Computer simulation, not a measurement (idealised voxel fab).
process module | voxel released beams
cross-section cut | 205 nm wide | cells 5 nm
A cross-section is a grid of square cells, given in bands from the top down. A band is one or more rows of cells.
Each band's line starts with the height of the band's top and of its bottom, in nm. Then come its materials from left to right, each with its width in nm. One material with "throughout" fills the band from edge to edge. "air" is empty space.
Height 0 is the level under which the wafer as received is all one material. The lowest band goes on downwards, as in "0 down".
A width such as "30 to 40" changes by the same amount from each row of cells to the next, from the band's top row to its bottom row.
"no change" after a step means that no cell of the cross-section changed.
closed voids: empty space of 8 cells or more with no open way to the top, each as width x height at its distance from the left edge, in nm
after a step's settings: what the simulator itself notes on the step
overlay nm, on a step with a mask: how far to the right of its planned place the mask lay; to the left if negative
plan
1 op RECEIVE | material Si
2 op CONFORMAL_DEP | material SiN | thk nm 10
3 op DIRECTIONAL_DEP | material SiO2 | thk nm 15
4 op DIRECTIONAL_DEP | material aC | thk nm 10
5 op PATTERN | tone open | mask id ANCHOR | material resist | width nm 35 | thk nm 25 | overlay nm 0
6 op DIRECTIONAL_ETCH | etch materials aC | depth nm 10
7 op STRIP | etch materials resist
8 op DIRECTIONAL_ETCH | etch materials SiO2 | depth nm 15
9 op STRIP | etch materials aC
10 op CONFORMAL_DEP | material TiN | thk nm 15
11 op MASKED_ETCH | tone cover | mask id BEAM | width nm 80 | etch materials TiN | depth nm 15 | overlay nm 0
12 op STRIP | etch materials SiO2
as received, after step 1
  0 down: Si throughout
  closed voids: none
a wafer at the end: this start, this plan, one mistake
  30 to 15: air 60 | TiN 20 | air 5 | TiN 55 | air 65
  15 to 0: air 65 | TiN 35 | air 105
  0 down: Si throughout
  closed voids: none
what went wrong: step 2 was left out
